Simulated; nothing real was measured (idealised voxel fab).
Module name: voxel double patterning (process module)
The figure presents cross-section cut, which has a width of 255 nm and is divided into square cells with an edge length of 5 nm.
Cross-section, as written here: a square-cell grid given band by band from the top down, where a band holds one or more rows of cells. Top, bottom (nm), then materials left to right with widths (nm); lone material tagged "all across" fills the whole band edge to edge; "blank" = empty space. Heads up on the height convention: 0 is the point under which the incoming wafer is all one material, and the lowest band has no bottom, it just keeps going down, like "from 0 down". The expression "30 to 40" gives the width at the extremes of the band, the first number at its top row of cells and the second at its bottom row, with the width changing by equal amounts from each row to the next in between. Take "everything unchanged" at face value: in the step it is given for, the cross-section changed in none of its cells. Look at "Enclosed void list" for the closed voids: empty spaces with no open path to the top, sized 8 cells or up. Each is width x height at distance, distance from the left edge, all nm. That trailing text on a step's line, after the settings, is the simulator's own remark on the step. You can add "overlay nm" to a step's line. For a step with a mask, it describes how far the mask lay to the right of its planned position, and a negative number describes a lay to the left.

## The following list gives the planned process steps
1 RECEIVE [material Si]
2 CONFORMAL_DEP [material SiO2] [thk nm 10]
3 DIRECTIONAL_DEP [material polySi] [thk nm 15]
4 DIRECTIONAL_DEP [material SiCN] [thk nm 5]
5 PATTERN [tone open] [mask id FIRST] [material resist] [width nm 15] [pitch nm 50] [thk nm 15] [overlay nm 0]
6 DIRECTIONAL_ETCH [etch materials SiCN] [depth nm 5]
7 STRIP [etch materials resist]
8 MASKED_ETCH [tone open] [mask id SECOND] [width nm 15] [etch materials SiCN] [depth nm 5] [overlay nm 0]
9 DIRECTIONAL_ETCH [etch materials polySi] [depth nm 15]
10 STRIP [etch materials SiCN]

## Account of the first of two wafers, which was processed as intended

## Cross-section of the wafer upon arrival, representing the state reached after step 1
	from 0 down | Si all across
	Enclosed void list: none

## Cross-section: wafer state after step 2
	from 10 to 0 | SiO2 all across
	All layers under 0 are left as they were.

## Cross-section: wafer state after step 3
	from 25 to 10 | polySi all across
	All layers under 10 are left as they were.

## Cross-section: wafer state after step 4
	from 30 to 25 | SiCN all across
	All layers under 25 are left as they were.

## Cross-section: wafer state after step 5
	from 45 to 30 | resist 95 nm, blank 15 nm, resist 35 nm, blank 15 nm, resist 95 nm
	All layers under 30 are left as they were.

## Cross-section: wafer state after step 6
	from 45 to 30 | resist 95 nm, blank 15 nm, resist 35 nm, blank 15 nm, resist 95 nm
	from 30 to 25 | SiCN 95 nm, blank 15 nm, SiCN 35 nm, blank 15 nm, SiCN 95 nm
	All layers under 25 are left as they were.

## Cross-section: wafer state after step 7
	from 30 to 25 | SiCN 95 nm, blank 15 nm, SiCN 35 nm, blank 15 nm, SiCN 95 nm
	All layers under 25 are left as they were.

## Cross-section: wafer state after step 8
	from 30 to 25 | SiCN 95 nm, blank 15 nm, SiCN 10 nm, blank 15 nm, SiCN 10 nm, blank 15 nm, SiCN 95 nm
	All layers under 25 are left as they were.

## Cross-section: wafer state after step 9
	from 30 to 25 | SiCN 95 nm, blank 15 nm, SiCN 10 nm, blank 15 nm, SiCN 10 nm, blank 15 nm, SiCN 95 nm
	from 25 to 10 | polySi 95 nm, blank 15 nm, polySi 10 nm, blank 15 nm, polySi 10 nm, blank 15 nm, polySi 95 nm
	All layers under 10 are left as they were.

## Cross-section: wafer state after step 10
	from 25 to 10 | polySi 95 nm, blank 15 nm, polySi 10 nm, blank 15 nm, polySi 10 nm, blank 15 nm, polySi 95 nm
	All layers under 10 are left as they were.

## Wafer two: like wafer one in start and plan, but with one mistake in execution; identical up to and including step 4

## Cross-section: second wafer, time at which step 5 was scheduled to end
	from 45 to 30 | resist 105 nm, blank 15 nm, resist 35 nm, blank 15 nm, resist 85 nm
	All layers under 30 are left as they were.

## Cross-section: second wafer, time at which step 6 was scheduled to end
	from 45 to 30 | resist 105 nm, blank 15 nm, resist 35 nm, blank 15 nm, resist 85 nm
	from 30 to 25 | SiCN 105 nm, blank 15 nm, SiCN 35 nm, blank 15 nm, SiCN 85 nm
	All layers under 25 are left as they were.

## Cross-section: second wafer, time at which step 7 was scheduled to end
	from 30 to 25 | SiCN 105 nm, blank 15 nm, SiCN 35 nm, blank 15 nm, SiCN 85 nm
	All layers under 25 are left as they were.

## Cross-section: second wafer, time at which step 8 was scheduled to end
	from 30 to 25 | SiCN 105 nm, blank 30 nm, SiCN 20 nm, blank 15 nm, SiCN 85 nm
	All layers under 25 are left as they were.

## Cross-section: second wafer, time at which step 9 was scheduled to end
	from 30 to 25 | SiCN 105 nm, blank 30 nm, SiCN 20 nm, blank 15 nm, SiCN 85 nm
	from 25 to 10 | polySi 105 nm, blank 30 nm, polySi 20 nm, blank 15 nm, polySi 85 nm
	All layers under 10 are left as they were.

## Cross-section: second wafer, time at which step 10 was scheduled to end
	from 25 to 10 | polySi 105 nm, blank 30 nm, polySi 20 nm, blank 15 nm, polySi 85 nm
	All layers under 10 are left as they were.
Heads up, the wafer didn't run the way we planned it: in deviation from the planned setting, step 5 was conducted as PATTERN [tone open] [mask id FIRST] [material resist] [width nm 15] [pitch nm 50] [thk nm 15] [overlay nm 10]
At the close, every material occupies the same number of cells on the second wafer as on the first, only in different positions.
